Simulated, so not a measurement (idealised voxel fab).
process module | voxel tone inversion
cross-section cut | 245 nm wide | cells 5 nm
A cross-section is a grid of square cells, given in bands from the top down. A band is one or more rows of cells.
Each band's line starts with the height of the band's top and of its bottom, in nm. Then come its materials from left to right, each with its width in nm. One material with "throughout" fills the band from edge to edge. "air" is empty space.
Height 0 is the level under which the wafer as received is all one material. The lowest band goes on downwards, as in "0 down".
A width such as "30 to 40" changes by the same amount from each row of cells to the next, from the band's top row to its bottom row.
"no change" after a step means that no cell of the cross-section changed.
closed voids: empty space of 8 cells or more with no open way to the top, each as width x height at its distance from the left edge, in nm
after a step's settings: what the simulator itself notes on the step
overlay nm, on a step with a mask: how far to the right of its planned place the mask lay; to the left if negative
plan
1 op RECEIVE | material Si
2 op CONFORMAL_DEP | material SiCN | thk nm 5
3 op DIRECTIONAL_DEP | material polySi | thk nm 15
4 op PATTERN | tone cover | mask id POSTS | material resist | width nm 20 | pitch nm 45 | thk nm 20 | overlay nm 0
5 op DIRECTIONAL_ETCH | etch materials polySi | depth nm 15
6 op STRIP | etch materials resist
7 op FILL_DEP | material lowk | thk nm 5
8 op CMP | height nm 20
9 op STRIP | etch materials polySi
as received, after step 1
  0 down: Si throughout
  closed voids: none
a wafer at the end: this start, this plan, one mistake
  20 to 15: SiCN throughout
  15 to 0: polySi throughout
  0 down: Si throughout
  closed voids: none
what went wrong: steps 2 and 3 were swapped
